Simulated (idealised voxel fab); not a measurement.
process module | voxel ribs on slabs
cross-section cut | 285 nm wide | cells 5 nm
A cross-section is a grid of square cells, given in bands from the top down. A band is one or more rows of cells.
Each band's line starts with the height of the band's top and of its bottom, in nm. Then come its materials from left to right, each with its width in nm. One material with "throughout" fills the band from edge to edge. "air" is empty space.
Height 0 is the level under which the wafer as received is all one material. The lowest band goes on downwards, as in "0 down".
A width such as "30 to 40" changes by the same amount from each row of cells to the next, from the band's top row to its bottom row.
"no change" after a step means that no cell of the cross-section changed.
closed voids: empty space of 8 cells or more with no open way to the top, each as width x height at its distance from the left edge, in nm
after a step's settings: what the simulator itself notes on the step
overlay nm, on a step with a mask: how far to the right of its planned place the mask lay; to the left if negative
plan
1 op RECEIVE | material Si
2 op DIRECTIONAL_DEP | material SiO2 | thk nm 20
3 op DIRECTIONAL_DEP | material SiN | thk nm 20
4 op DIRECTIONAL_DEP | material aC | thk nm 15
5 op PATTERN | tone cover | mask id RIB | material resist | width nm 20 | thk nm 30 | overlay nm 0
6 op DIRECTIONAL_ETCH | etch materials aC | depth nm 15
7 op STRIP | etch materials resist
8 op DIRECTIONAL_ETCH | etch materials SiN | depth nm 5
9 op STRIP | etch materials aC
10 op DIRECTIONAL_DEP | material aC | thk nm 15
11 op PATTERN | tone cover | mask id SLAB | material resist | width nm 70 | thk nm 30 | overlay nm 0
12 op DIRECTIONAL_ETCH | etch materials aC | depth nm 15
13 op STRIP | etch materials resist
14 op DIRECTIONAL_ETCH | etch materials SiN | depth nm 15
15 op STRIP | etch materials aC
16 op FILL_DEP | material SiO2 | thk nm 25
17 op CMP | height nm 55
18 op DIRECTIONAL_DEP | material W | thk nm 10
19 op PATTERN | tone cover | mask id HEATER | material resist | width nm 30 | thk nm 20 | overlay nm 0
20 op DIRECTIONAL_ETCH | etch materials W | depth nm 10
21 op STRIP | etch materials resist
22 op CONFORMAL_DEP | material SiN | thk nm 10
first wafer, as planned
as received, after step 1
  0 down: Si throughout
  closed voids: none
after step 2
  20 to 0: SiO2 throughout
  below 0: unchanged
after step 3
  40 to 20: SiN throughout
  below 20: unchanged
after step 4
  55 to 40: aC throughout
  below 40: unchanged
after step 5
  85 to 55: air 130 | resist 20 | air 135
  below 55: unchanged
after step 6
  70 to 55: air 130 | resist 20 | air 135
  55 to 40: air 130 | aC 20 | air 135
  below 40: unchanged
after step 7
  55 to 40: air 130 | aC 20 | air 135
  below 40: unchanged
after step 8
  55 to 40: air 130 | aC 20 | air 135
  40 to 35: air 130 | SiN 20 | air 135
  below 35: unchanged
after step 9
  40 to 35: air 130 | SiN 20 | air 135
  below 35: unchanged
after step 10
  55 to 50: air 130 | aC 20 | air 135
  50 to 40: aC throughout
  40 to 35: aC 130 | SiN 20 | aC 135
  below 35: unchanged
after step 11
  85 to 55: air 105 | resist 70 | air 110
  55 to 50: air 105 | resist 25 | aC 20 | resist 25 | air 110
  below 50: unchanged
after step 12
  70 to 55: air 105 | resist 70 | air 110
  55 to 50: air 105 | resist 25 | aC 20 | resist 25 | air 110
  50 to 40: air 105 | aC 70 | air 110
  40 to 35: air 105 | aC 25 | SiN 20 | aC 25 | air 110
  below 35: unchanged
after step 13
  55 to 50: air 130 | aC 20 | air 135
  below 50: unchanged
after step 14
  55 to 50: air 130 | aC 20 | air 135
  50 to 40: air 105 | aC 70 | air 110
  40 to 35: air 105 | aC 25 | SiN 20 | aC 25 | air 110
  35 to 20: air 105 | SiN 70 | air 110
  below 20: unchanged
after step 15
  40 to 35: air 130 | SiN 20 | air 135
  below 35: unchanged
after step 16
  65 to 40: SiO2 throughout
  40 to 35: SiO2 130 | SiN 20 | SiO2 135
  35 to 20: SiO2 105 | SiN 70 | SiO2 110
  below 20: unchanged
after step 17
  55 to 40: SiO2 throughout
  below 40: unchanged
after step 18
  65 to 55: W throughout
  below 55: unchanged
after step 19
  85 to 65: air 125 | resist 30 | air 130
  below 65: unchanged
after step 20
  85 to 65: air 125 | resist 30 | air 130
  65 to 55: air 125 | W 30 | air 130
  below 55: unchanged
after step 21
  65 to 55: air 125 | W 30 | air 130
  below 55: unchanged
after step 22
  75 to 65: air 115 | SiN 50 | air 120
  65 to 55: SiN 125 | W 30 | SiN 130
  below 55: unchanged
second wafer: like start, like plan, one mistake. Through step 1 it matches the first wafer
when step 2 should have ended
  20 to 0: SiN throughout
  below 0: unchanged
when step 3 should have ended
  40 to 20: SiO2 throughout
  below 20: unchanged
when step 4 should have ended
  55 to 40: aC throughout
  below 40: unchanged
when step 5 should have ended
  85 to 55: air 130 | resist 20 | air 135
  below 55: unchanged
when step 6 should have ended
  70 to 55: air 130 | resist 20 | air 135
  55 to 40: air 130 | aC 20 | air 135
  below 40: unchanged
when step 7 should have ended
  55 to 40: air 130 | aC 20 | air 135
  below 40: unchanged
when step 8 should have ended: no change
when step 9 should have ended
  40 to 20: SiO2 throughout
  below 20: unchanged
when step 10 should have ended
  55 to 40: aC throughout
  below 40: unchanged
when step 11 should have ended
  85 to 55: air 105 | resist 70 | air 110
  below 55: unchanged
when step 12 should have ended
  70 to 55: air 105 | resist 70 | air 110
  55 to 40: air 105 | aC 70 | air 110
  below 40: unchanged
when step 13 should have ended
  55 to 40: air 105 | aC 70 | air 110
  below 40: unchanged
when step 14 should have ended: no change
when step 15 should have ended
  40 to 20: SiO2 throughout
  below 20: unchanged
when step 16 should have ended
  65 to 20: SiO2 throughout
  below 20: unchanged
when step 17 should have ended
  55 to 20: SiO2 throughout
  below 20: unchanged
when step 18 should have ended
  65 to 55: W throughout
  below 55: unchanged
when step 19 should have ended
  85 to 65: air 125 | resist 30 | air 130
  below 65: unchanged
when step 20 should have ended
  85 to 65: air 125 | resist 30 | air 130
  65 to 55: air 125 | W 30 | air 130
  below 55: unchanged
when step 21 should have ended
  65 to 55: air 125 | W 30 | air 130
  below 55: unchanged
when step 22 should have ended
  75 to 65: air 115 | SiN 50 | air 120
  65 to 55: SiN 125 | W 30 | SiN 130
  below 55: unchanged
what went wrong: steps 2 and 3 were swapped
at the end the second wafer has, in cells: 182 more of SiN | 182 fewer of SiO2
